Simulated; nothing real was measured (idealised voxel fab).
Module name: voxel air gaps (process module)
Pictured: cross-section cut, 165 nm wide, on a grid of 5 nm square cells.
Heads up, the way a cross-section reads in here is a grid of square cells, handed over as bands from the top down, with every band being one or more rows of cells.
Look at the band entry: it leads with the top's height and the bottom's height in nm. Then it lists the materials left to right, with a width in nm for each. The word "full width" on a single material says that material fills the band edge to edge. The word "blank" is empty space.
Beneath 0, the wafer as received is one material, and that level is where height counting begins. The lowest band goes on downward without a bottom; it is written like "0..down".
Top row gets the first number, bottom row gets the second, and each row in between changes by the same step: that is how a band width like "30 to 40" works.
Step note "remains unaltered" = no cross-section cell changed.
Sealed voids: empty space of 8 cells or more with no open way to the top, each as width x height at its distance from the left edge, in nm
Step line, after settings: the simulator's comment on this step.
overlay nm, on a step with a mask: how far to the right of its planned place the mask lay; to the left if negative
## Process steps - plan
- 1: RECEIVE: material Si
- 2: CONFORMAL_DEP: material SiO2, thk nm 15
- 3: CONFORMAL_DEP: material SiCN, thk nm 5
- 4: DIRECTIONAL_DEP: material SiO2, thk nm 30
- 5: DIRECTIONAL_DEP: material aC, thk nm 10
- 6: PATTERN: tone open, mask id LINES, material resist, width nm 15, pitch nm 40, thk nm 25, overlay nm -15
- 7: DIRECTIONAL_ETCH: etch materials aC, depth nm 10
- 8: STRIP: etch materials resist
- 9: DIRECTIONAL_ETCH: etch materials SiO2, depth nm 30
- 10: STRIP: etch materials aC
- 11: CONFORMAL_DEP: material TiN, thk nm 5
- 12: FILL_DEP: material W, thk nm 10
- 13: CMP: height nm 50
- 14: EPI: material Ru, thk nm 10
- 15: SELECTIVE_ETCH: etch materials SiO2, depth nm 40
- 16: CONFORMAL_DEP: material SiCN, thk nm 5
Among the wafers covered here, the point of difference is the overlay nm at step 6; their starting state is shared, and the plan presents the value of the first wafer.
## Cross-section: the first of several wafers in its as-received state, i.e. following step 1
0..down: Si full width
Sealed voids: none
## Where each wafer stands at the end of the module, a row apiece: cells of each material gained (+) or lost (-) since it was received, then closed voids
overlay nm -15; +42 Ru; +130 SiCN; +99 SiO2; +39 TiN; +15 W; Sealed voids: 15 x 20 at 40; 15 x 20 at 80
overlay nm -10; +42 Ru; +130 SiCN; +99 SiO2; +39 TiN; +15 W; Sealed voids: 15 x 20 at 45; 15 x 20 at 85
overlay nm -5; +42 Ru; +130 SiCN; +99 SiO2; +39 TiN; +15 W; Sealed voids: 15 x 20 at 50; 15 x 20 at 90
overlay nm 0; +42 Ru; +130 SiCN; +99 SiO2; +39 TiN; +15 W; Sealed voids: 15 x 20 at 55; 15 x 20 at 95
overlay nm 5; +42 Ru; +130 SiCN; +99 SiO2; +39 TiN; +15 W; Sealed voids: 15 x 20 at 60; 15 x 20 at 100
overlay nm 10; +42 Ru; +130 SiCN; +99 SiO2; +39 TiN; +15 W; Sealed voids: 15 x 20 at 65; 15 x 20 at 105
overlay nm 15; +42 Ru; +130 SiCN; +99 SiO2; +39 TiN; +15 W; Sealed voids: 15 x 20 at 70; 15 x 20 at 110
